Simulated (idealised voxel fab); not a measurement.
The process module presented herein is designated voxel self aligned contacts.
Displayed cross-section: cut, width of 245 nm, square cells sized 5 nm.
Format of a cross-section: grid, square cells. Given as bands. Order: top down. Band: one or more rows of cells.
Top height, bottom height, nm. Materials left to right, width each, nm. Single material + "all across" = fills band edge to edge. "air" = empty.
Convention: height 0 is the level below which the wafer, as received, is all one material. The lowest band does not terminate at the bottom but continues downward, represented as "0 -> down".
Note: "30 to 40" means the width goes from the first number (top row of the band) to the second number (bottom row) in equal steps per row of cells.
It should be understood that the words "stayed the same", when stated for a given step, signify that the cross-section underwent no change in any of its cells during that step.
"Closed void register" enumerates empty spaces isolated from the top, with no open way to it, that contain at least 8 cells, giving each as width x height at distance from the left edge, all three in nm.
Anything after a step's settings on that line? It's the simulator's own note about the step.
overlay nm: step with mask; distance mask lay right of planned place; negative value = left of planned place.

## The steps planned for the process are as follows
1,RECEIVE, material Si
2,CONFORMAL_DEP, material SiO2, thk nm 5
3,DIRECTIONAL_DEP, material polySi, thk nm 20
4,DIRECTIONAL_DEP, material SiN, thk nm 20
5,DIRECTIONAL_DEP, material aC, thk nm 10
6,PATTERN, tone cover, mask id GATE, material resist, width nm 25, pitch nm 55, thk nm 25, overlay nm 0
7,DIRECTIONAL_ETCH, etch materials aC, depth nm 10
8,STRIP, etch materials resist
9,DIRECTIONAL_ETCH, etch materials SiN, depth nm 20
10,DIRECTIONAL_ETCH, etch materials polySi, depth nm 20
11,STRIP, etch materials aC
12,CONFORMAL_DEP, material SiN, thk nm 5
13,DIRECTIONAL_ETCH, etch materials SiN, depth nm 5
14,FILL_DEP, material SiO2, thk nm 15
15,CMP, height nm 55
16,MASKED_ETCH, tone open, mask id CONTACT, width nm 40, pitch nm 55, etch materials SiO2, depth nm 55, overlay nm 0
17,CONFORMAL_DEP, material TiN, thk nm 5
18,FILL_DEP, material Ru, thk nm 5
19,CMP, height nm 55
20,CONFORMAL_DEP, material SiCN, thk nm 5

## Shown in cross-section is the wafer as received, that is, as it stands after step 1
  0 -> down: Si all across
  Closed void register: none

## End state of the module in cross-section, given the above starting point and plan and one mistake in execution
  60 -> 55: SiCN all across
  55 -> 50: Ru 70  TiN 5  SiO2 40  TiN 5  Ru 5  TiN 5  SiO2 40  TiN 5  Ru 70
  50 -> 45: Ru 45  TiN 30  SiO2 40  TiN 15  SiO2 40  TiN 30  Ru 45
  45 -> 25: Ru 45  TiN 5  SiN 35  SiO2 20  SiN 35  SiO2 20  SiN 35  TiN 5  Ru 45
  25 -> 5: Ru 45  TiN 5  SiN 5  polySi 25  SiN 5  SiO2 20  SiN 5  polySi 25  SiN 5  SiO2 20  SiN 5  polySi 25  SiN 5  TiN 5  Ru 45
  5 -> 0: TiN 50  SiO2 145  TiN 50
  0 -> down: Si all across
  Closed void register: none
In executing the process, a mistake was made relative to the plan: step 16 was run on a setting that differed from the plan, and what really ran there is MASKED_ETCH, tone cover, mask id CONTACT, width nm 40, pitch nm 55, etch materials SiO2, depth nm 55, overlay nm 0
